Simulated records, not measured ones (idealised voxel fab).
process module | voxel wiring stack
cross-section cut | 155 nm wide | cells 5 nm
A cross-section is a grid of square cells, given in bands from the top down. A band is one or more rows of cells.
Each band's line starts with the height of the band's top and of its bottom, in nm. Then come its materials from left to right, each with its width in nm. One material with "throughout" fills the band from edge to edge. "air" is empty space.
Height 0 is the level under which the wafer as received is all one material. The lowest band goes on downwards, as in "0 down".
A width such as "30 to 40" changes by the same amount from each row of cells to the next, from the band's top row to its bottom row.
"no change" after a step means that no cell of the cross-section changed.
closed voids: empty space of 8 cells or more with no open way to the top, each as width x height at its distance from the left edge, in nm
after a step's settings: what the simulator itself notes on the step
overlay nm, on a step with a mask: how far to the right of its planned place the mask lay; to the left if negative
plan
1 op RECEIVE | material Si
2 op CONFORMAL_DEP | material SiO2 | thk nm 10
3 op CONFORMAL_DEP | material SiN | thk nm 5
4 op DIRECTIONAL_DEP | material SiO2 | thk nm 15
5 op MASKED_ETCH | tone open | mask id METAL_1 | width nm 30 | pitch nm 60 | etch materials SiO2 | depth nm 15 | overlay nm 0
6 op MASKED_ETCH | tone open | mask id METAL_1 | width nm 30 | pitch nm 60 | etch materials SiN | depth nm 5 | overlay nm 0
7 op CONFORMAL_DEP | material TiN | thk nm 5
8 op FILL_DEP | material Ru | thk nm 10
9 op CMP | height nm 30
10 op CONFORMAL_DEP | material SiCN | thk nm 5
11 op DIRECTIONAL_DEP | material lowk | thk nm 15
12 op DIRECTIONAL_DEP | material aC | thk nm 10
13 op PATTERN | tone open | mask id PLUG_1 | material resist | width nm 15 | thk nm 30 | overlay nm 0
14 op DIRECTIONAL_ETCH | etch materials aC | depth nm 10
15 op STRIP | etch materials resist
16 op DIRECTIONAL_ETCH | etch materials lowk | depth nm 15
17 op DIRECTIONAL_ETCH | etch materials SiCN | depth nm 5
18 op STRIP | etch materials aC
19 op CONFORMAL_DEP | material TiN | thk nm 5
20 op FILL_DEP | material Cu | thk nm 5
21 op CMP | height nm 50
22 op DIRECTIONAL_DEP | material TiN | thk nm 5
23 op DIRECTIONAL_DEP | material W | thk nm 25
24 op PATTERN | tone cover | mask id METAL_2 | material resist | width nm 30 | pitch nm 60 | thk nm 20 | overlay nm 0
25 op DIRECTIONAL_ETCH | etch materials W | depth nm 25
26 op DIRECTIONAL_ETCH | etch materials TiN | depth nm 5
27 op STRIP | etch materials resist
28 op FILL_DEP | material lowk | thk nm 10
29 op CMP | height nm 80
30 op CONFORMAL_DEP | material SiCN | thk nm 5
31 op DIRECTIONAL_DEP | material SiO2 | thk nm 30
32 op MASKED_ETCH | tone open | mask id METAL_3_HOLES | width nm 15 | etch materials SiO2 | depth nm 30 | overlay nm 0
33 op MASKED_ETCH | tone open | mask id METAL_3 | width nm 30 | pitch nm 60 | etch materials SiO2 | depth nm 20 | overlay nm 0
34 op MASKED_ETCH | tone open | mask id METAL_3 | width nm 30 | pitch nm 60 | etch materials SiCN | depth nm 5 | overlay nm 0
35 op CONFORMAL_DEP | material TiN | thk nm 5
36 op FILL_DEP | material Ru | thk nm 10
37 op CMP | height nm 115
38 op CONFORMAL_DEP | material SiCN | thk nm 5
39 op DIRECTIONAL_DEP | material lowk | thk nm 10
40 op PATTERN | tone open | mask id PLUG_3 | material resist | width nm 15 | pitch nm 60 | thk nm 15 | overlay nm 0
41 op DIRECTIONAL_ETCH | etch materials lowk | depth nm 10
42 op DIRECTIONAL_ETCH | etch materials SiCN | depth nm 5
43 op STRIP | etch materials resist
44 op EPI | material Ru | thk nm 10
45 op EPI | material Ru | thk nm 5
46 op CONFORMAL_DEP | material SiCN | thk nm 5
47 op DIRECTIONAL_DEP | material lowk | thk nm 20
48 op PATTERN | tone open | mask id METAL_4 | material resist | width nm 30 | pitch nm 60 | thk nm 15 | overlay nm 0
49 op DIRECTIONAL_ETCH | etch materials lowk | depth nm 20
50 op DIRECTIONAL_ETCH | etch materials SiCN | depth nm 5
51 op STRIP | etch materials resist
52 op CONFORMAL_DEP | material TiN | thk nm 5
53 op FILL_DEP | material Cu | thk nm 5
54 op CMP | height nm 155
55 op CONFORMAL_DEP | material SiCN | thk nm 5
as received, after step 1
  0 down: Si throughout
  closed voids: none
a wafer at the end: this start, this plan, one mistake
  160 to 155: SiCN throughout
  155 to 135: lowk 30 | TiN 5 | Cu 20 | TiN 5 | lowk 30 | TiN 5 | Cu 20 | TiN 5 | lowk 35
  135 to 130: SiCN 30 | TiN 30 | SiCN 30 | TiN 30 | SiCN 35
  130 to 120: lowk 30 | Ru 15 | lowk 45 | Ru 15 | lowk 50
  120 to 115: SiCN 30 | Ru 15 | SiCN 45 | Ru 15 | SiCN 50
  115 to 100: SiO2 30 | TiN 5 | Ru 20 | TiN 5 | SiO2 30 | TiN 5 | Ru 20 | TiN 5 | SiO2 35
  100 to 95: SiO2 30 | TiN 5 | Ru 5 | TiN 20 | SiO2 30 | TiN 30 | SiO2 35
  95 to 85: SiO2 30 | TiN 5 | Ru 5 | TiN 5 | SiO2 110
  85 to 80: SiCN 30 | TiN 15 | SiCN 110
  80 to 55: lowk 30 | W 30 | lowk 30 | W 30 | lowk 35
  55 to 50: lowk 30 | TiN 30 | lowk 30 | TiN 30 | lowk 35
  50 to 35: SiN throughout
  35 to 30: SiCN throughout
  30 to 15: SiO2 30 | TiN 5 | Ru 20 | TiN 5 | SiO2 30 | TiN 5 | Ru 20 | TiN 5 | SiO2 35
  15 to 10: SiN 30 | TiN 30 | SiN 30 | TiN 30 | SiN 35
  10 to 0: SiO2 throughout
  0 down: Si throughout
  closed voids: none
what went wrong: step 11 ran as: op DIRECTIONAL_DEP | material SiN | thk nm 15
